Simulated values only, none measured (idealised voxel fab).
Module name: voxel released beams (process module)
Xsec cut, 225 nm wide, square cell size 5 nm.
Cross-section = grid of square cells, listed top down in bands; band = one or more rows.
Each band's line starts with the height of the band's top and of its bottom, in nm. Then come its materials from left to right, each with its width in nm. One material with "full width" fills the band from edge to edge. "empty" is empty space.
Basically, 0 is our baseline, since under it the wafer straight out of the box is all one material. The bottom band has no lower end and keeps on going down, so it looks like "0 down".
Width spec "30 to 40" -> top row of cells at first value, bottom row at second value, equal per-row change in between.
For the purposes of this document, the phrase "identical to before" attached to a step denotes that no cell within the cross-section was modified by that step.
Listed in "Sealed voids": every empty space of 8 or more cells without an open way to the top. Form: width x height at distance, the distance being from the left edge, all in nm.
Note: text after step settings on the step line = simulator remark on that step.
overlay nm: mask right of planned place by this much (step with mask). Neg. = left.
Everything after this point is organized in pairs: a cross-section before one process step, a cross-section after it that shows only as deep as the lowest changed band, and, under the pair, the intervening step with its settings. Because different runs of this module on the same starting wafer can supply different pairs, a pair continues from the pair above it only if its entry headed "Status quo ante" says so.

### Status quo ante
* 0 down  Si full width
* Sealed voids: none

### Resulting Structure
* 5 to 0  Al2O3 full width
* below 0: unchanged
* Sealed voids: none
The before and after cross-sections above differ by one step: CONFORMAL_DEP [material Al2O3] [thk nm 5]

Status quo ante: The pre-step condition corresponds to the post-step cross-section depicted in the pair directly above.

### Resulting Structure
* 25 to 5  SiO2 full width
* below 5: unchanged
* Sealed voids: none
The before and after cross-sections above differ by one step: DIRECTIONAL_DEP [material SiO2] [thk nm 20]

Status quo ante: The pre-step condition corresponds to the post-step cross-section depicted in the pair directly above.

### Resulting Structure
* 25 to 5  55 of SiO2, then 40 of empty, then 130 of SiO2
* below 5: unchanged
* Sealed voids: none
The before and after cross-sections above differ by one step: MASKED_ETCH [tone open] [mask id ANCHOR] [width nm 40] [etch materials SiO2] [depth nm 20] [overlay nm 0]

Status quo ante: The pre-step condition corresponds to the post-step cross-section depicted in the pair directly above.

### Resulting Structure
* 40 to 25  70 of SiN, then 10 of empty, then 145 of SiN
* 25 to 20  55 of SiO2, then 15 of SiN, then 10 of empty, then 15 of SiN, then 130 of SiO2
* 20 to 5  55 of SiO2, then 40 of SiN, then 130 of SiO2
* below 5: unchanged
* Sealed voids: none
The before and after cross-sections above differ by one step: CONFORMAL_DEP [material SiN] [thk nm 15]

Status quo ante: The pre-step condition corresponds to the post-step cross-section depicted in the pair directly above.

### Resulting Structure
* 40 to 25  50 of empty, then 20 of SiN, then 10 of empty, then 90 of SiN, then 55 of empty
* below 25: unchanged
* Sealed voids: none
The before and after cross-sections above differ by one step: MASKED_ETCH [tone cover] [mask id BEAM] [width nm 120] [etch materials SiN] [depth nm 15] [overlay nm 0]

Status quo ante: The pre-step condition corresponds to the post-step cross-section depicted in the pair directly above.

### Resulting Structure
* 40 to 25  50 of empty, then 20 of SiN, then 10 of empty, then 90 of SiN, then 55 of empty
* 25 to 20  55 of empty, then 15 of SiN, then 10 of empty, then 15 of SiN, then 130 of empty
* 20 to 5  55 of empty, then 40 of SiN, then 130 of empty
* below 5: unchanged
* Sealed voids: none
The before and after cross-sections above differ by one step: STRIP [etch materials SiO2]

### Status quo ante
* 5 to 0  Al2O3 full width
* 0 down  Si full width
* Sealed voids: none

### Resulting Structure
* 20 to 5  SiN full width
* below 5: unchanged
* Sealed voids: none
The before and after cross-sections above differ by one step: CONFORMAL_DEP [material SiN] [thk nm 15]

Status quo ante: The pre-step condition corresponds to the post-step cross-section depicted in the pair directly above.

### Resulting Structure
* 20 to 5  50 of empty, then 120 of SiN, then 55 of empty
* below 5: unchanged
* Sealed voids: none
The before and after cross-sections above differ by one step: MASKED_ETCH [tone cover] [mask id BEAM] [width nm 120] [etch materials SiN] [depth nm 15] [overlay nm 0]

### Status quo ante
* 40 to 25  70 of SiN, then 10 of empty, then 145 of SiN
* 25 to 20  55 of SiO2, then 15 of SiN, then 10 of empty, then 15 of SiN, then 130 of SiO2
* 20 to 5  55 of SiO2, then 40 of SiN, then 130 of SiO2
* 5 to 0  Al2O3 full width
* 0 down  Si full width
* Sealed voids: none

### Resulting Structure
* 55 to 25  SiN full width
* 25 to 5  55 of SiO2, then 40 of SiN, then 130 of SiO2
* below 5: unchanged
* Sealed voids: none
The before and after cross-sections above differ by one step: CONFORMAL_DEP [material SiN] [thk nm 15]

Status quo ante: The pre-step condition corresponds to the post-step cross-section depicted in the pair directly above.

### Resulting Structure
* 55 to 40  50 of empty, then 120 of SiN, then 55 of empty
* below 40: unchanged
* Sealed voids: none
The before and after cross-sections above differ by one step: MASKED_ETCH [tone cover] [mask id BEAM] [width nm 120] [etch materials SiN] [depth nm 15] [overlay nm 0]

### Status quo ante
* 0 down  Si full width
* Sealed voids: none

### Resulting Structure
* 20 to 0  SiO2 full width
* below 0: unchanged
* Sealed voids: none
The before and after cross-sections above differ by one step: DIRECTIONAL_DEP [material SiO2] [thk nm 20]

Status quo ante: The pre-step condition corresponds to the post-step cross-section depicted in the pair directly above.

### Resulting Structure
* 25 to 20  Al2O3 full width
* below 20: unchanged
* Sealed voids: none
The before and after cross-sections above differ by one step: CONFORMAL_DEP [material Al2O3] [thk nm 5]

Status quo ante: The pre-step condition corresponds to the post-step cross-section depicted in the pair directly above.

### Resulting Structure
* 40 to 25  SiN full width
* below 25: unchanged
* Sealed voids: none
The before and after cross-sections above differ by one step: CONFORMAL_DEP [material SiN] [thk nm 15]

Status quo ante: The pre-step condition corresponds to the post-step cross-section depicted in the pair directly above.

### Resulting Structure
* 40 to 25  50 of empty, then 120 of SiN, then 55 of empty
* below 25: unchanged
* Sealed voids: none
The before and after cross-sections above differ by one step: MASKED_ETCH [tone cover] [mask id BEAM] [width nm 120] [etch materials SiN] [depth nm 15] [overlay nm 0]

### Status quo ante
* 25 to 5  55 of SiO2, then 40 of empty, then 130 of SiO2
* 5 to 0  Al2O3 full width
* 0 down  Si full width
* Sealed voids: none

### Resulting Structure
* 35 to 25  65 of SiN, then 20 of empty, then 140 of SiN
* 25 to 15  55 of SiO2, then 10 of SiN, then 20 of empty, then 10 of SiN, then 130 of SiO2
* 15 to 5  55 of SiO2, then 40 of SiN, then 130 of SiO2
* below 5: unchanged
* Sealed voids: none
The before and after cross-sections above differ by one step: CONFORMAL_DEP [material SiN] [thk nm 10]

Status quo ante: The pre-step condition corresponds to the post-step cross-section depicted in the pair directly above.

### Resulting Structure
* 35 to 25  50 of empty, then 15 of SiN, then 20 of empty, then 85 of SiN, then 55 of empty
* below 25: unchanged
* Sealed voids: none
The before and after cross-sections above differ by one step: MASKED_ETCH [tone cover] [mask id BEAM] [width nm 120] [etch materials SiN] [depth nm 15] [overlay nm 0]

Status quo ante: The pre-step condition corresponds to the post-step cross-section depicted in the pair directly above.

### Resulting Structure
* 35 to 25  50 of empty, then 15 of SiN, then 20 of empty, then 85 of SiN, then 55 of empty
* 25 to 15  55 of empty, then 10 of SiN, then 20 of empty, then 10 of SiN, then 130 of empty
* 15 to 5  55 of empty, then 40 of SiN, then 130 of empty
* below 5: unchanged
* Sealed voids: none
The before and after cross-sections above differ by one step: STRIP [etch materials SiO2]

### Status quo ante
* 40 to 25  70 of SiN, then 10 of empty, then 145 of SiN
* 25 to 20  55 of SiO2, then 15 of SiN, then 10 of empty, then 15 of SiN, then 130 of SiO2
* 20 to 5  55 of SiO2, then 40 of SiN, then 130 of SiO2
* 5 to 0  Al2O3 full width
* 0 down  Si full width
* Sealed voids: none

### Resulting Structure
* 40 to 25  50 of empty, then 20 of SiN, then 10 of empty, then 95 of SiN, then 50 of empty
* below 25: unchanged
* Sealed voids: none
The before and after cross-sections above differ by one step: MASKED_ETCH [tone cover] [mask id BEAM] [width nm 125] [etch materials SiN] [depth nm 15] [overlay nm 0]

Status quo ante: The pre-step condition corresponds to the post-step cross-section depicted in the pair directly above.

### Resulting Structure
* 40 to 25  50 of empty, then 20 of SiN, then 10 of empty, then 95 of SiN, then 50 of empty
* 25 to 20  55 of empty, then 15 of SiN, then 10 of empty, then 15 of SiN, then 130 of empty
* 20 to 5  55 of empty, then 40 of SiN, then 130 of empty
* below 5: unchanged
* Sealed voids: none
The before and after cross-sections above differ by one step: STRIP [etch materials SiO2]

### Status quo ante
* 25 to 5  SiO2 full width
* 5 to 0  Al2O3 full width
* 0 down  Si full width
* Sealed voids: none

### Resulting Structure
* 25 to 5  50 of SiO2, then 40 of empty, then 135 of SiO2
* below 5: unchanged
* Sealed voids: none
The before and after cross-sections above differ by one step: MASKED_ETCH [tone open] [mask id ANCHOR] [width nm 40] [etch materials SiO2] [depth nm 20] [overlay nm -5]

Status quo ante: The pre-step condition corresponds to the post-step cross-section depicted in the pair directly above.

### Resulting Structure
* 40 to 25  65 of SiN, then 10 of empty, then 150 of SiN
* 25 to 20  50 of SiO2, then 15 of SiN, then 10 of empty, then 15 of SiN, then 135 of SiO2
* 20 to 5  50 of SiO2, then 40 of SiN, then 135 of SiO2
* below 5: unchanged
* Sealed voids: none
The before and after cross-sections above differ by one step: CONFORMAL_DEP [material SiN] [thk nm 15]

Status quo ante: The pre-step condition corresponds to the post-step cross-section depicted in the pair directly above.

### Resulting Structure
* 40 to 25  50 of empty, then 15 of SiN, then 10 of empty, then 95 of SiN, then 55 of empty
* below 25: unchanged
* Sealed voids: none
The before and after cross-sections above differ by one step: MASKED_ETCH [tone cover] [mask id BEAM] [width nm 120] [etch materials SiN] [depth nm 15] [overlay nm 0]

Status quo ante: The pre-step condition corresponds to the post-step cross-section depicted in the pair directly above.

### Resulting Structure
* 40 to 25  50 of empty, then 15 of SiN, then 10 of empty, then 95 of SiN, then 55 of empty
* 25 to 20  50 of empty, then 15 of SiN, then 10 of empty, then 15 of SiN, then 135 of empty
* 20 to 5  50 of empty, then 40 of SiN, then 135 of empty
* below 5: unchanged
* Sealed voids: none
The before and after cross-sections above differ by one step: STRIP [etch materials SiO2]

### Status quo ante
* 5 to 0  Al2O3 full width
* 0 down  Si full width
* Sealed voids: none

### Resulting Structure
* 25 to 0  Al2O3 full width
* below 0: unchanged
* Sealed voids: none
The before and after cross-sections above differ by one step: DIRECTIONAL_DEP [material Al2O3] [thk nm 20]

Status quo ante: The pre-step condition corresponds to the post-step cross-section depicted in the pair directly above.

### Resulting Structure
* 40 to 25  SiN full width
* below 25: unchanged
* Sealed voids: none
The before and after cross-sections above differ by one step: CONFORMAL_DEP [material SiN] [thk nm 15]

Status quo ante: The pre-step condition corresponds to the post-step cross-section depicted in the pair directly above.

### Resulting Structure
* 40 to 25  50 of empty, then 120 of SiN, then 55 of empty
* below 25: unchanged
* Sealed voids: none
The before and after cross-sections above differ by one step: MASKED_ETCH [tone cover] [mask id BEAM] [width nm 120] [etch materials SiN] [depth nm 15] [overlay nm 0]

### Status quo ante
* 40 to 25  70 of SiN, then 10 of empty, then 145 of SiN
* 25 to 20  55 of SiO2, then 15 of SiN, then 10 of empty, then 15 of SiN, then 130 of SiO2
* 20 to 5  55 of SiO2, then 40 of SiN, then 130 of SiO2
* 5 to 0  Al2O3 full width
* 0 down  Si full width
* Sealed voids: none

### Resulting Structure
* 40 to 25  50 of SiN, then 120 of empty, then 55 of SiN
* 25 to 5  55 of SiO2, then 15 of SiN, then 10 of empty, then 15 of SiN, then 130 of SiO2
* below 5: unchanged
* Sealed voids: none
The before and after cross-sections above differ by one step: MASKED_ETCH [tone open] [mask id BEAM] [width nm 120] [etch materials SiN] [depth nm 15] [overlay nm 0]

Status quo ante: The pre-step condition corresponds to the post-step cross-section depicted in the pair directly above.

### Resulting Structure
* 25 to 5  55 of empty, then 15 of SiN, then 10 of empty, then 15 of SiN, then 130 of empty
* below 5: unchanged
* Sealed voids: none
The before and after cross-sections above differ by one step: STRIP [etch materials SiO2]
